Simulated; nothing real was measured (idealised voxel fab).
Presented below is a process module, voxel lift off.
The width of the displayed cross-section, cut, is 215 nm; its cells are square, with a size of 5 nm.
A cross-section in this document is a grid of square cells, and it is written down as bands, the top band listed before the ones below it; a band is made up of one or more rows of cells.
Per band: top height and bottom height in nm, followed by the left-to-right materials and their widths in nm; "throughout" marks a single material spanning edge to edge, "blank" marks empty space.
Heights are measured from 0, the level below which the as-received wafer is all one material; the lowest band has no bottom and continues downward, written as in "0 nm and below".
Width "30 to 40": first value at the band's top row of cells, second value at its bottom row, equal change from row to row.
No cell of the cross-section changed in a step that is given as "nothing different".
"Sealed voids" means: voids of 8 cells or more that are shut off from the top with no open way through. Written width x height at distance, distance from the left edge, in nm.
On a step's line, text after the settings is the simulator commenting on that step.
overlay nm: mask right of planned place by this much (step with mask). Neg. = left.

**Steps planned for the process**
1. RECEIVE [material Si]
2. CONFORMAL_DEP [material SiO2] [thk nm 5]
3. PATTERN [tone open] [mask id LINES] [material resist] [width nm 30] [pitch nm 45] [thk nm 25] [overlay nm 0]
4. DIRECTIONAL_DEP [material Ru] [thk nm 10]
5. STRIP [etch materials resist]
6. CONFORMAL_DEP [material SiCN] [thk nm 10]

**Wafer as received: cross-section following step 1**
- 0 nm and below | Si throughout
- Sealed voids: none

**Starting structure and process plan are as shown above, but one mistake was made in running the module; the wafer cross-section at the end of the module follows**
- 25 nm to 15 nm | SiCN: 35 / blank: 10 / SiCN: 35 / blank: 10 / SiCN: 35 / blank: 10 / SiCN: 35 / blank: 10 / SiCN: 35
- 15 nm to 5 nm | Ru: 25 / SiCN: 30 / Ru: 15 / SiCN: 30 / Ru: 15 / SiCN: 30 / Ru: 15 / SiCN: 30 / Ru: 25
- 5 nm to 0 nm | SiO2 throughout
- 0 nm and below | Si throughout
- Sealed voids: none
The mistake made against the process plan was this: step 3 ran as: PATTERN [tone cover] [mask id LINES] [material resist] [width nm 30] [pitch nm 45] [thk nm 25] [overlay nm 0]
